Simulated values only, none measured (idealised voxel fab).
The following process module bears the name voxel released beams.
The cross-section shown here is cut; it is 205 nm wide and divided into square cells measuring 5 nm on a side.
Notation: cross-section as square-cell grid; stated in bands, top first, going down; one or more cell rows per band.
What a band's entry tells you: where the top is and where the bottom is, as heights in nm, and after that what lies inside, material by material from left to right, each with its width in nm. Empty space is written as the word "empty", and a single material marked with the word "throughout" occupies the band from edge to edge.
Measure heights from 0. That's the level where, below it, the as-received wafer is all one material. The lowest band is bottomless and extends downward; write it as in "top 0, no bottom".
The two numbers in a width such as "30..40" mark its ends across the band: the first belongs to the top row of cells, the second to the bottom row, and from each row to the next the width moves by the same amount.
Basically "nothing got changed" means that step didn't change any cell in the cross-section.
"Completely sealed voids" means: voids of 8 cells or more that are shut off from the top with no open way through. Written width x height at distance, distance from the left edge, in nm.
after a step's settings: what the simulator itself notes on the step
"overlay nm", when on a step's line for a step with a mask, measures how far to the right of its planned place the mask lay; a negative measure means to the left.

### Below is the list of planned process steps
1. RECEIVE, material Si
2. CONFORMAL_DEP, material SiN, thk nm 5
3. DIRECTIONAL_DEP, material SiO2, thk nm 20
4. MASKED_ETCH, tone open, mask id ANCHOR, width nm 25, etch materials SiO2, depth nm 20, overlay nm 0
5. CONFORMAL_DEP, material polySi, thk nm 10
6. PATTERN, tone cover, mask id BEAM, material resist, width nm 80, thk nm 20, overlay nm 0
7. DIRECTIONAL_ETCH, etch materials polySi, depth nm 10
8. STRIP, etch materials resist
9. STRIP, etch materials SiO2

### Account of the first of two wafers, which was processed as intended

### Cross-sectional view of the wafer in its as-received condition, corresponding to the state after step 1
top 0, no bottom | Si throughout
Completely sealed voids: none

### The wafer, seen in cross-section, after step 2
top 5, bottom 0 | SiN throughout
At heights below 0, the structure remains unaltered.

### The wafer, seen in cross-section, after step 3
top 25, bottom 5 | SiO2 throughout
At heights below 5, the structure remains unaltered.

### The wafer, seen in cross-section, after step 4
top 25, bottom 5 | SiO2 (65), then empty (25), then SiO2 (115)
At heights below 5, the structure remains unaltered.

### The wafer, seen in cross-section, after step 5
top 35, bottom 25 | polySi (75), then empty (5), then polySi (125)
top 25, bottom 15 | SiO2 (65), then polySi (10), then empty (5), then polySi (10), then SiO2 (115)
top 15, bottom 5 | SiO2 (65), then polySi (25), then SiO2 (115)
At heights below 5, the structure remains unaltered.

### The wafer, seen in cross-section, after step 6
top 55, bottom 35 | empty (60), then resist (80), then empty (65)
top 35, bottom 25 | polySi (75), then resist (5), then polySi (125)
top 25, bottom 15 | SiO2 (65), then polySi (10), then resist (5), then polySi (10), then SiO2 (115)
At heights below 15, the structure remains unaltered.

### The wafer, seen in cross-section, after step 7
top 55, bottom 35 | empty (60), then resist (80), then empty (65)
top 35, bottom 25 | empty (60), then polySi (15), then resist (5), then polySi (60), then empty (65)
At heights below 25, the structure remains unaltered.

### The wafer, seen in cross-section, after step 8
top 35, bottom 25 | empty (60), then polySi (15), then empty (5), then polySi (60), then empty (65)
top 25, bottom 15 | SiO2 (65), then polySi (10), then empty (5), then polySi (10), then SiO2 (115)
At heights below 15, the structure remains unaltered.

### The wafer, seen in cross-section, after step 9
top 35, bottom 25 | empty (60), then polySi (15), then empty (5), then polySi (60), then empty (65)
top 25, bottom 15 | empty (65), then polySi (10), then empty (5), then polySi (10), then empty (115)
top 15, bottom 5 | empty (65), then polySi (25), then empty (115)
At heights below 5, the structure remains unaltered.

### Companion wafer, the second of two: same beginning, same intended sequence, one mistake in carrying it out; through step 2 inclusive it tracks the first exactly

### Cross-section of the second wafer at the time step 3 of the plan should have ended
top 20, bottom 5 | SiO2 throughout
At heights below 5, the structure remains unaltered.

### Cross-section of the second wafer at the time step 4 of the plan should have ended
top 20, bottom 5 | SiO2 (65), then empty (25), then SiO2 (115)
At heights below 5, the structure remains unaltered.

### Cross-section of the second wafer at the time step 5 of the plan should have ended
top 30, bottom 20 | polySi (75), then empty (5), then polySi (125)
top 20, bottom 15 | SiO2 (65), then polySi (10), then empty (5), then polySi (10), then SiO2 (115)
top 15, bottom 5 | SiO2 (65), then polySi (25), then SiO2 (115)
At heights below 5, the structure remains unaltered.

### Cross-section of the second wafer at the time step 6 of the plan should have ended
top 50, bottom 30 | empty (60), then resist (80), then empty (65)
top 30, bottom 20 | polySi (75), then resist (5), then polySi (125)
top 20, bottom 15 | SiO2 (65), then polySi (10), then resist (5), then polySi (10), then SiO2 (115)
At heights below 15, the structure remains unaltered.

### Cross-section of the second wafer at the time step 7 of the plan should have ended
top 50, bottom 30 | empty (60), then resist (80), then empty (65)
top 30, bottom 20 | empty (60), then polySi (15), then resist (5), then polySi (60), then empty (65)
At heights below 20, the structure remains unaltered.

### Cross-section of the second wafer at the time step 8 of the plan should have ended
top 30, bottom 20 | empty (60), then polySi (15), then empty (5), then polySi (60), then empty (65)
top 20, bottom 15 | SiO2 (65), then polySi (10), then empty (5), then polySi (10), then SiO2 (115)
At heights below 15, the structure remains unaltered.

### Cross-section of the second wafer at the time step 9 of the plan should have ended
top 30, bottom 20 | empty (60), then polySi (15), then empty (5), then polySi (60), then empty (65)
top 20, bottom 15 | empty (65), then polySi (10), then empty (5), then polySi (10), then empty (115)
top 15, bottom 5 | empty (65), then polySi (25), then empty (115)
At heights below 5, the structure remains unaltered.
So what did we get wrong on this run? step 3 was run on a setting that differed from the plan, and what really ran there is DIRECTIONAL_DEP, material SiO2, thk nm 15
Once processing is complete, comparing cell counts shows that the second wafer has more or fewer of certain materials than the first: -4 polySi
